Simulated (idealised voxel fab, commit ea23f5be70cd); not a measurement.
process module | voxel ribs on slabs
cross-section cut | 200 nm wide | cells 5 nm
A cross-section is a grid of square cells, given in bands from the top down. A band is one or more rows of cells.
Each band's line starts with the height of the band's top and of its bottom, in nm. Then come its materials from left to right, each with its width in nm. One material with "throughout" fills the band from edge to edge. "air" is empty space.
Height 0 is the level under which the wafer as received is all one material. The lowest band goes on downwards, as in "0 down".
A width such as "30 to 40" changes by the same amount from each row of cells to the next, from the band's top row to its bottom row.
"no change" after a step means that no cell of the cross-section changed.
closed voids: empty space of 8 cells or more with no open way to the top, each as width x height at its distance from the left edge, in nm
after a step's settings: what the simulator itself notes on the step
overlay nm, on a step with a mask: how far to the right of its planned place the mask lay; to the left if negative
plan
1 op RECEIVE | material Si
2 op DIRECTIONAL_DEP | material SiO2 | thk nm 25
3 op DIRECTIONAL_DEP | material SiN | thk nm 25
4 op MASKED_ETCH | tone cover | mask id RIB | width nm 25 | etch materials SiN | depth nm 20 | overlay nm 0
5 op DIRECTIONAL_DEP | material aC | thk nm 15
6 op PATTERN | tone cover | mask id SLAB | material resist | width nm 55 | thk nm 30 | overlay nm 0
7 op DIRECTIONAL_ETCH | etch materials aC | depth nm 15
8 op STRIP | etch materials resist
9 op DIRECTIONAL_ETCH | etch materials SiN | depth nm 5
10 op STRIP | etch materials aC
11 op FILL_DEP | material SiO2 | thk nm 20
12 op CMP | height nm 60
13 op DIRECTIONAL_DEP | material W | thk nm 5
14 op MASKED_ETCH | tone cover | mask id HEATER | width nm 35 | etch materials W | depth nm 5 | overlay nm 0
15 op CONFORMAL_DEP | material SiN | thk nm 10
as received, after step 1
  0 down: Si throughout
  closed voids: none
a wafer at the end: this start, this plan, one mistake
  75 to 70: air 70 | SiN 55 | air 75
  70 to 65: SiN throughout
  65 to 60: SiN 80 | W 35 | SiN 85
  60 to 50: SiO2 85 to 70 | SiN 25 to 55 | SiO2 90 to 75
  50 to 0: SiO2 throughout
  0 down: Si throughout
  closed voids: none
what went wrong: step 2 was run twice
